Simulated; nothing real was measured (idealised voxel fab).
The following process module bears the name voxel gate over fins.
Shown is cross-section cut, with a width of 235 nm and square cells of size 5 nm.
Think of the cross-section as a grid of square cells. We describe it in bands, top to bottom, and each band covers one or more rows of those cells. In this notation a band is specified by the heights of its top and bottom, in that order and in nm, after which its materials appear from left to right, each paired with its width in nm. The word "full width" attached to a single material means that material fills the band from edge to edge; the word "empty" stands for empty space. Heights are expressed relative to 0, this being the level below which the as-received wafer comprises one material exclusively. The lowest band is unbounded in the downward direction and is denoted as in "z 0 and below". Quick explanation for "30 to 40": the width changes in equal steps down the rows of cells, from the first number in the band's top row to the second number in its bottom row. For the purposes of this document, the phrase "left unchanged" attached to a step denotes that no cell within the cross-section was modified by that step. The entry "Unvented internal voids" lists the empty spaces that cover at least 8 cells and have no open path to the top. Each is written as width x height at distance, where the distance is measured from the left edge and all three values are in nm. Step line, after settings: the simulator's comment on this step. Each step line may optionally specify "overlay nm", which for a step with a mask gives the rightward distance between the mask's planned place and where it lay, a negative value indicating the leftward direction.
Listed below are the process steps as planned:
1 RECEIVE (material Si)
2 CONFORMAL_DEP (material SiN; thk nm 5)
3 MASKED_ETCH (tone cover; mask id FINS; width nm 15; pitch nm 50; etch materials SiN; depth nm 5; overlay nm 0)
4 MASKED_ETCH (tone cover; mask id FINS; width nm 15; pitch nm 50; etch materials Si; depth nm 35; overlay nm 0)
5 FILL_DEP (material SiO2; thk nm 10)
6 CMP (height nm 5)
7 DIRECTIONAL_DEP (material aC; thk nm 10)
8 PATTERN (tone open; mask id RAIL; material resist; width nm 15; thk nm 30; overlay nm 0)
9 DIRECTIONAL_ETCH (etch materials aC; depth nm 10)
10 STRIP (etch materials resist)
11 DIRECTIONAL_ETCH (etch materials SiO2; depth nm 35)
12 STRIP (etch materials aC)
13 CONFORMAL_DEP (material TiN; thk nm 5)
14 FILL_DEP (material W; thk nm 10)
15 CMP (height nm 5)
16 SELECTIVE_ETCH (etch materials W Ru TiN; depth nm 20)
17 FILL_DEP (material SiO2; thk nm 5)
18 CMP (height nm 5)
19 SELECTIVE_ETCH (etch materials SiO2; depth nm 15)
20 STRIP (etch materials SiN)
21 CONFORMAL_DEP (material HfO2; thk nm 5)
22 CONFORMAL_DEP (material TiN; thk nm 5)
23 CONFORMAL_DEP (material TiAl; thk nm 5)
24 CONFORMAL_DEP (material TiN; thk nm 5)
25 FILL_DEP (material W; thk nm 15)
26 CMP (height nm 30)
27 CONFORMAL_DEP (material SiCN; thk nm 10)
The plan shows the width nm of step 4 as the first wafer had it; this setting differs between the wafers, which start out alike.
Cross-sectional view of the first of several wafers in the as-received condition, corresponding to the state following step 1:
- z 0 and below: Si full width
- Unvented internal voids: none
Cross-section of the first of several wafers, taken after step 27, where the module ends:
- z 40 to 30: SiCN full width
- z 30 to 20: W full width
- z 20 to 15: W=15  TiN=205  W=15
- z 15 to 10: W=15  TiN=5  TiAl=45  TiN=5  TiAl=45  TiN=5  TiAl=45  TiN=5  TiAl=45  TiN=5  W=15
- z 10 to 5: TiN=20  TiAl=5  TiN=35  TiAl=5  TiN=5  TiAl=5  TiN=35  TiAl=5  TiN=5  TiAl=5  TiN=35  TiAl=5  TiN=5  TiAl=5  TiN=35  TiAl=5  TiN=20
- z 5 to 0: TiAl=25  TiN=5  HfO2=25  TiN=5  TiAl=15  TiN=5  HfO2=25  TiN=5  TiAl=15  TiN=5  HfO2=25  TiN=5  TiAl=15  TiN=5  HfO2=25  TiN=5  TiAl=25
- z 0 to -5: TiN=30  HfO2=5  Si=15  HfO2=5  TiN=25  HfO2=5  Si=15  HfO2=5  TiN=25  HfO2=5  Si=15  HfO2=5  TiN=25  HfO2=5  Si=15  HfO2=5  TiN=30
- z -5 to -10: HfO2=35  Si=15  HfO2=35  Si=15  HfO2=35  Si=15  HfO2=35  Si=15  HfO2=35
- z -10 to -15: SiO2=35  Si=15  SiO2=35  Si=15  SiO2=35  Si=15  SiO2=35  Si=15  SiO2=35
- z -15 to -25: SiO2=35  Si=15  SiO2=10  TiN=5  W=5  TiN=5  SiO2=10  Si=15  SiO2=35  Si=15  SiO2=35  Si=15  SiO2=35
- z -25 to -30: SiO2=35  Si=15  SiO2=10  TiN=15  SiO2=10  Si=15  SiO2=35  Si=15  SiO2=35  Si=15  SiO2=35
- z -30 to -35: SiO2=35  Si=15  SiO2=35  Si=15  SiO2=35  Si=15  SiO2=35  Si=15  SiO2=35
- z -35 and below: Si full width
- Unvented internal voids: none
The final wafer, sectioned at module end:
- z 40 to 30: SiCN full width
- z 30 to 20: W full width
- z 20 to 15: W=10  TiN=220  W=5
- z 15 to 10: W=10  TiN=5  TiAl=210  TiN=5  W=5
- z 10 to 5: TiN=15  TiAl=5  TiN=200  TiAl=5  TiN=10
- z 5 to 0: TiAl=20  TiN=5  HfO2=40  TiN=10  HfO2=40  TiN=10  HfO2=40  TiN=10  HfO2=40  TiN=5  TiAl=15
- z 0 to -5: TiN=25  HfO2=5  Si=30  HfO2=5  TiN=10  HfO2=5  Si=30  HfO2=5  TiN=10  HfO2=5  Si=30  HfO2=5  TiN=10  HfO2=5  Si=30  HfO2=5  TiN=20
- z -5 to -10: HfO2=30  Si=30  HfO2=20  Si=30  HfO2=20  Si=30  HfO2=20  Si=30  HfO2=25
- z -10 to -15: SiO2=30  Si=30  SiO2=20  Si=30  SiO2=20  Si=30  SiO2=20  Si=30  SiO2=25
- z -15 to -25: SiO2=30  Si=30  TiN=5  W=5  TiN=5  SiO2=5  Si=30  SiO2=20  Si=30  SiO2=20  Si=30  SiO2=25
- z -25 to -30: SiO2=30  Si=30  TiN=15  SiO2=5  Si=30  SiO2=20  Si=30  SiO2=20  Si=30  SiO2=25
- z -30 to -35: SiO2=30  Si=30  SiO2=20  Si=30  SiO2=20  Si=30  SiO2=20  Si=30  SiO2=25
- z -35 and below: Si full width
- Unvented internal voids: none
Below, a row for every wafer. Read it as the end-of-module picture: for each material the wafer shows its cells gained (+) or lost (-) since it was received, and then its closed voids:
width nm 15 | +63 HfO2 | -245 Si | +94 SiCN | +166 SiO2 | +63 TiAl | +127 TiN | +108 W | Unvented internal voids: none
width nm 20 | +63 HfO2 | -217 Si | +94 SiCN | +146 SiO2 | +63 TiAl | +121 TiN | +106 W | Unvented internal voids: none
width nm 25 | +63 HfO2 | -189 Si | +94 SiCN | +126 SiO2 | +57 TiAl | +121 TiN | +104 W | Unvented internal voids: none
width nm 30 | +63 HfO2 | -161 Si | +94 SiCN | +106 SiO2 | +51 TiAl | +121 TiN | +102 W | Unvented internal voids: none
